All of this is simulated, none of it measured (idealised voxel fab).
Process module in this document: voxel capacitor over wiring
Pictured: cross-section cut, 155 nm wide, on a grid of 5 nm square cells.
A cross-section in this document is a grid of square cells, and it is written down as bands, the top band listed before the ones below it; a band is made up of one or more rows of cells.
First you get the band's top height and its bottom height, in nm, and then the materials it's made of, left to right, with each width in nm. If you see a single material with "all across", that one covers the band edge to edge. "blank" is empty space.
Convention: height 0 is the level below which the wafer, as received, is all one material. The lowest band does not terminate at the bottom but continues downward, represented as "0 -> down".
Width spec "30->40" -> top row of cells at first value, bottom row at second value, equal per-row change in between.
"nothing was modified", as given for a step, is the statement that not any cell of the cross-section underwent a change during that step.
What "Closed void inventory" gives you is every empty space of 8 cells or more that is cut off from the top. Each appears as width x height at distance, with the distance taken from the left edge and width, height and distance all in nm.
On each step's line, the part that comes after the settings is the simulator's own comment on the step.
The "overlay nm" setting may appear on a step's line; for a step that uses a mask, it gives how far to the right of its planned position the mask lay, and a negative value indicates the left.
So here's the lineup of process steps we planned
- 1: RECEIVE,material Si
- 2: CONFORMAL_DEP,material SiO2,thk nm 15
- 3: DIRECTIONAL_DEP,material TiN,thk nm 5
- 4: DIRECTIONAL_DEP,material Ru,thk nm 15
- 5: MASKED_ETCH,tone cover,mask id METAL_1,width nm 25,pitch nm 85,etch materials Ru,depth nm 15,overlay nm 0
- 6: MASKED_ETCH,tone cover,mask id METAL_1,width nm 25,pitch nm 85,etch materials TiN,depth nm 5,overlay nm 0
- 7: CONFORMAL_DEP,material SiN,thk nm 5
- 8: FILL_DEP,material SiO2,thk nm 5
- 9: CMP,height nm 35
- 10: CONFORMAL_DEP,material SiCN,thk nm 5
- 11: DIRECTIONAL_DEP,material lowk,thk nm 20
- 12: MASKED_ETCH,tone open,mask id PLUG_1,width nm 15,etch materials lowk,depth nm 20,overlay nm 0
- 13: MASKED_ETCH,tone open,mask id PLUG_1,width nm 15,etch materials SiCN,depth nm 5,overlay nm 0
- 14: EPI,material Ru,thk nm 10
- 15: EPI,material Ru,thk nm 10
- 16: EPI,material Ru,thk nm 5
- 17: DIRECTIONAL_DEP,material TiN,thk nm 5
- 18: DIRECTIONAL_DEP,material SiN,thk nm 5
- 19: DIRECTIONAL_DEP,material TiN,thk nm 5
- 20: MASKED_ETCH,tone cover,mask id UPPER_PLATE,width nm 65,etch materials TiN,depth nm 5,overlay nm 0
- 21: MASKED_ETCH,tone cover,mask id UPPER_PLATE,width nm 65,etch materials SiN,depth nm 5,overlay nm 0
- 22: PATTERN,tone cover,mask id LOWER_PLATE,material resist,width nm 75,thk nm 20,overlay nm 0
- 23: DIRECTIONAL_ETCH,etch materials TiN,depth nm 5
- 24: STRIP,etch materials resist
- 25: FILL_DEP,material SiO2,thk nm 20
- 26: CMP,height nm 90
- 27: PATTERN,tone open,mask id PLUG_2,material resist,width nm 15,thk nm 20,overlay nm 0
- 28: DIRECTIONAL_ETCH,etch materials SiO2,depth nm 15
- 29: STRIP,etch materials resist
- 30: CONFORMAL_DEP,material TiN,thk nm 5
- 31: FILL_DEP,material W,thk nm 10
- 32: CMP,height nm 90
- 33: CONFORMAL_DEP,material SiN,thk nm 5
Wafer at receipt (post step 1), cross-section
  0 -> down  Si all across
  Closed void inventory: none
Module complete, cross-section. Starting point and plan per above. One mistake made in running the module
  95 -> 90  SiN all across
  90 -> 80  35 of W | 5 of TiN | 15 of SiO2 | 5 of TiN | 95 of W
  80 -> 75  40 of TiN | 15 of SiO2 | 100 of TiN
  75 -> 70  30 of SiO2 | 65 of TiN | 60 of SiO2
  70 -> 65  30 of SiO2 | 65 of SiN | 60 of SiO2
  65 -> 60  25 of SiO2 | 75 of TiN | 55 of SiO2
  60 -> 40  30 of lowk | 15 of Ru | 110 of lowk
  40 -> 35  30 of SiCN | 15 of Ru | 110 of SiCN
  35 -> 20  15 of SiO2 | 5 of SiN | 25 of Ru | 5 of SiN | 50 of SiO2 | 5 of SiN | 25 of Ru | 5 of SiN | 20 of SiO2
  20 -> 15  20 of SiN | 25 of TiN | 60 of SiN | 25 of TiN | 25 of SiN
  15 -> 0  SiO2 all across
  0 -> down  Si all across
  Closed void inventory: none
Want to know what went wrong? contrary to plan, step 27 was performed as PATTERN,tone cover,mask id PLUG_2,material resist,width nm 15,thk nm 20,overlay nm 0
